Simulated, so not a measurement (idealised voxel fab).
The process module presented herein is designated voxel transistor to metal.
FYI the section here is cut, 160 nm wide, cells are 5 nm squares.
Just so we're on the same page, the cross-sections are grids of square cells, and they're listed out in bands top to bottom, each band one or more rows deep.
Heads up on the band format: heights come first, top then bottom, in nm. After that it's the materials left to right, each with its width in nm. A single material flagged "everywhere" fills the whole band edge to edge, and "empty" means there's empty space there.
Zero point of the height axis is 0; under it, received wafer = one material. Lowest band: continues down indefinitely, "z 0 and below".
A width given as "30->40" starts at the first number in the band's top row and ends at the second number in its bottom row, shifting by an equal amount at every step from row to row.
The designation "changes: none", where it is given for a processing step, indicates that no cell of the cross-section was altered in the course of that step.
"Non-vented voids" enumerates empty spaces isolated from the top, with no open way to it, that contain at least 8 cells, giving each as width x height at distance from the left edge, all three in nm.
On each step's line, the part that comes after the settings is the simulator's own comment on the step.
Among the settings permitted on a step's line is "overlay nm"; applied to a step with a mask, it specifies the extent to which the mask lay to the right of its planned position, whereas a negative figure signifies a position to the left.
So here's the lineup of process steps we planned:
| 1 | RECEIVE | material Si |
| 2 | CONFORMAL_DEP | material SiO2 | thk nm 5 |
| 3 | CONFORMAL_DEP | material SiN | thk nm 10 |
| 4 | MASKED_ETCH | tone cover | mask id ACTIVE | width nm 115 | etch materials SiN | depth nm 10 | overlay nm 0 |
| 5 | MASKED_ETCH | tone cover | mask id ACTIVE | width nm 125 | etch materials SiO2 | depth nm 5 | overlay nm 0 |
| 6 | MASKED_ETCH | tone cover | mask id ACTIVE | width nm 125 | etch materials Si | depth nm 20 | overlay nm 0 |
| 7 | OXIDIZE | depth nm 5 |
| 8 | FILL_DEP | material SiO2 | thk nm 5 |
| 9 | CMP | height nm 15 |
| 10 | SELECTIVE_ETCH | etch materials SiO2 | depth nm 10 |
| 11 | STRIP | etch materials SiN |
| 12 | SELECTIVE_ETCH | etch materials SiO2 | depth nm 5 |
| 13 | OXIDIZE | depth nm 5 |
| 14 | DIRECTIONAL_DEP | material polySi | thk nm 25 |
| 15 | DIRECTIONAL_DEP | material SiCN | thk nm 15 |
| 16 | PATTERN | tone cover | mask id GATE | material resist | width nm 35 | thk nm 15 | overlay nm 0 |
| 17 | DIRECTIONAL_ETCH | etch materials SiCN | depth nm 25 |
| 18 | DIRECTIONAL_ETCH | etch materials polySi | depth nm 35 |
| 19 | STRIP | etch materials resist |
| 20 | CONFORMAL_DEP | material SiO2 | thk nm 5 |
| 21 | DIRECTIONAL_ETCH | etch materials SiO2 | depth nm 5 |
| 22 | CONFORMAL_DEP | material SiN | thk nm 10 |
| 23 | DIRECTIONAL_ETCH | etch materials SiN | depth nm 10 |
| 24 | DIRECTIONAL_ETCH | etch materials SiO2 | depth nm 5 |
| 25 | EPI | material SiGe | thk nm 5 |
| 26 | FILL_DEP | material SiO2 | thk nm 5 |
| 27 | CMP | height nm 25 |
| 28 | STRIP | etch materials polySi |
| 29 | SELECTIVE_ETCH | etch materials SiO2 | depth nm 5 |
| 30 | CONFORMAL_DEP | material HfO2 | thk nm 5 |
| 31 | CONFORMAL_DEP | material TiN | thk nm 5 |
| 32 | FILL_DEP | material W | thk nm 10 |
| 33 | CMP | height nm 20 |
| 34 | DIRECTIONAL_DEP | material SiO2 | thk nm 15 |
| 35 | MASKED_ETCH | tone open | mask id CONTACT | width nm 20 | pitch nm 85 | etch materials SiO2 | depth nm 35 | overlay nm 0 |
| 36 | CONFORMAL_DEP | material TiN | thk nm 5 |
| 37 | FILL_DEP | material Ru | thk nm 5 |
| 38 | CMP | height nm 35 |
| 39 | CONFORMAL_DEP | material SiCN | thk nm 5 |
| 40 | DIRECTIONAL_DEP | material SiO2 | thk nm 20 |
| 41 | DIRECTIONAL_DEP | material aC | thk nm 10 |
| 42 | PATTERN | tone open | mask id METAL_1 | material resist | width nm 20 | pitch nm 85 | thk nm 25 | overlay nm 0 |
| 43 | DIRECTIONAL_ETCH | etch materials aC | depth nm 10 |
| 44 | STRIP | etch materials resist |
| 45 | DIRECTIONAL_ETCH | etch materials SiO2 | depth nm 20 |
| 46 | DIRECTIONAL_ETCH | etch materials SiCN | depth nm 5 |
| 47 | STRIP | etch materials aC |
| 48 | CONFORMAL_DEP | material TiN | thk nm 5 |
| 49 | FILL_DEP | material Cu | thk nm 5 |
| 50 | CMP | height nm 60 |
| 51 | CONFORMAL_DEP | material SiCN | thk nm 5 |
| 52 | DIRECTIONAL_DEP | material lowk | thk nm 25 |
| 53 | PATTERN | tone open | mask id METAL_2 | material resist | width nm 20 | pitch nm 85 | thk nm 20 | overlay nm 0 |
| 54 | DIRECTIONAL_ETCH | etch materials lowk | depth nm 15 |
| 55 | STRIP | etch materials resist |
| 56 | MASKED_ETCH | tone open | mask id METAL_2_HOLES | width nm 15 | pitch nm 85 | etch materials lowk | depth nm 10 | overlay nm 0 |
| 57 | MASKED_ETCH | tone open | mask id METAL_2_HOLES | width nm 15 | pitch nm 85 | etch materials SiCN | depth nm 5 | overlay nm 0 |
| 58 | CONFORMAL_DEP | material TiN | thk nm 5 |
| 59 | FILL_DEP | material Cu | thk nm 10 |
| 60 | CMP | height nm 90 |
| 61 | CONFORMAL_DEP | material SiN | thk nm 5 |
What sets these wafers apart? The width nm at step 4. They all start alike, and the plan carries the first wafer's value.
Sectional view: first of several wafers, as received, after step 1:
- z 0 and below | Si everywhere
- Non-vented voids: none
First of several wafers: cross-section at the end of the module, after step 61, its last step:
- z 95 to 90 | SiN everywhere
- z 90 to 80 | lowk (25) | TiN (5) | Cu (10) | TiN (5) | lowk (65) | TiN (5) | Cu (10) | TiN (5) | lowk (30)
- z 80 to 75 | lowk (25) | TiN (5) | Cu (5) | TiN (10) | lowk (65) | TiN (5) | Cu (5) | TiN (10) | lowk (30)
- z 75 to 65 | lowk (25) | TiN (5) | Cu (5) | TiN (5) | lowk (70) | TiN (5) | Cu (5) | TiN (5) | lowk (35)
- z 65 to 60 | SiCN (25) | TiN (15) | SiCN (70) | TiN (15) | SiCN (35)
- z 60 to 40 | SiO2 (25) | TiN (5) | Cu (10) | TiN (5) | SiO2 (65) | TiN (5) | Cu (10) | TiN (5) | SiO2 (30)
- z 40 to 35 | SiCN (25) | TiN (20) | SiCN (65) | TiN (20) | SiCN (30)
- z 35 to 20 | SiO2 (25) | TiN (5) | Ru (10) | TiN (5) | SiO2 (65) | TiN (5) | Ru (10) | TiN (5) | SiO2 (30)
- z 20 to 5 | SiO2 (25) | TiN (5) | Ru (10) | TiN (5) | SiN (10) | HfO2 (5) | TiN (5) | W (25) | TiN (5) | HfO2 (5) | SiN (10) | TiN (5) | Ru (10) | TiN (5) | SiO2 (30)
- z 5 to 0 | SiO2 (25) | TiN (20) | SiN (10) | HfO2 (5) | TiN (35) | HfO2 (5) | SiN (10) | TiN (20) | SiO2 (30)
- z 0 to -5 | SiO2 (15) | SiGe (30) | SiO2 (10) | HfO2 (45) | SiO2 (10) | SiGe (30) | SiO2 (20)
- z -5 to -25 | SiO2 (20) | Si (115) | SiO2 (25)
- z -25 and below | Si everywhere
- Non-vented voids: none
End of module, last wafer sectioned:
- z 95 to 90 | SiN everywhere
- z 90 to 80 | lowk (25) | TiN (5) | Cu (10) | TiN (5) | lowk (65) | TiN (5) | Cu (10) | TiN (5) | lowk (30)
- z 80 to 75 | lowk (25) | TiN (5) | Cu (5) | TiN (10) | lowk (65) | TiN (5) | Cu (5) | TiN (10) | lowk (30)
- z 75 to 65 | lowk (25) | TiN (5) | Cu (5) | TiN (5) | lowk (70) | TiN (5) | Cu (5) | TiN (5) | lowk (35)
- z 65 to 60 | SiCN (25) | TiN (15) | SiCN (70) | TiN (15) | SiCN (35)
- z 60 to 40 | SiO2 (25) | TiN (5) | Cu (10) | TiN (5) | SiO2 (65) | TiN (5) | Cu (10) | TiN (5) | SiO2 (30)
- z 40 to 35 | SiCN (25) | TiN (20) | SiCN (65) | TiN (20) | SiCN (30)
- z 35 to 20 | SiO2 (25) | TiN (5) | Ru (10) | TiN (5) | SiO2 (65) | TiN (5) | Ru (10) | TiN (5) | SiO2 (30)
- z 20 to 5 | SiO2 (25) | TiN (5) | Ru (10) | TiN (5) | SiN (10) | HfO2 (5) | TiN (5) | W (25) | TiN (5) | HfO2 (5) | SiN (10) | TiN (5) | Ru (10) | TiN (5) | SiO2 (30)
- z 5 to 0 | SiO2 (25) | TiN (20) | SiN (10) | HfO2 (5) | TiN (35) | HfO2 (5) | SiN (10) | TiN (20) | SiO2 (30)
- z 0 to -5 | SiO2 (15) | SiGe (30) | SiO2 (10) | HfO2 (45) | SiO2 (10) | SiGe (35) | SiO2 (15)
- z -5 to -25 | SiO2 (20) | Si (120) | SiO2 (20)
- z -25 and below | Si everywhere
- Non-vented voids: none
Row per wafer, end-of-module: cell gain (+)/loss (-) by material since the wafer came in, then closed voids:
width nm 115; +30 Cu; +17 HfO2; +24 Ru; -68 Si; +50 SiCN; +12 SiGe; +48 SiN; +259 SiO2; +97 TiN; +15 W; +124 lowk; Non-vented voids: none
width nm 120; +30 Cu; +17 HfO2; +24 Ru; -68 Si; +50 SiCN; +12 SiGe; +48 SiN; +259 SiO2; +97 TiN; +15 W; +124 lowk; Non-vented voids: none
width nm 125; +30 Cu; +17 HfO2; +24 Ru; -68 Si; +50 SiCN; +12 SiGe; +48 SiN; +259 SiO2; +97 TiN; +15 W; +124 lowk; Non-vented voids: none
width nm 130; +30 Cu; +17 HfO2; +24 Ru; -64 Si; +50 SiCN; +13 SiGe; +48 SiN; +254 SiO2; +97 TiN; +15 W; +124 lowk; Non-vented voids: none
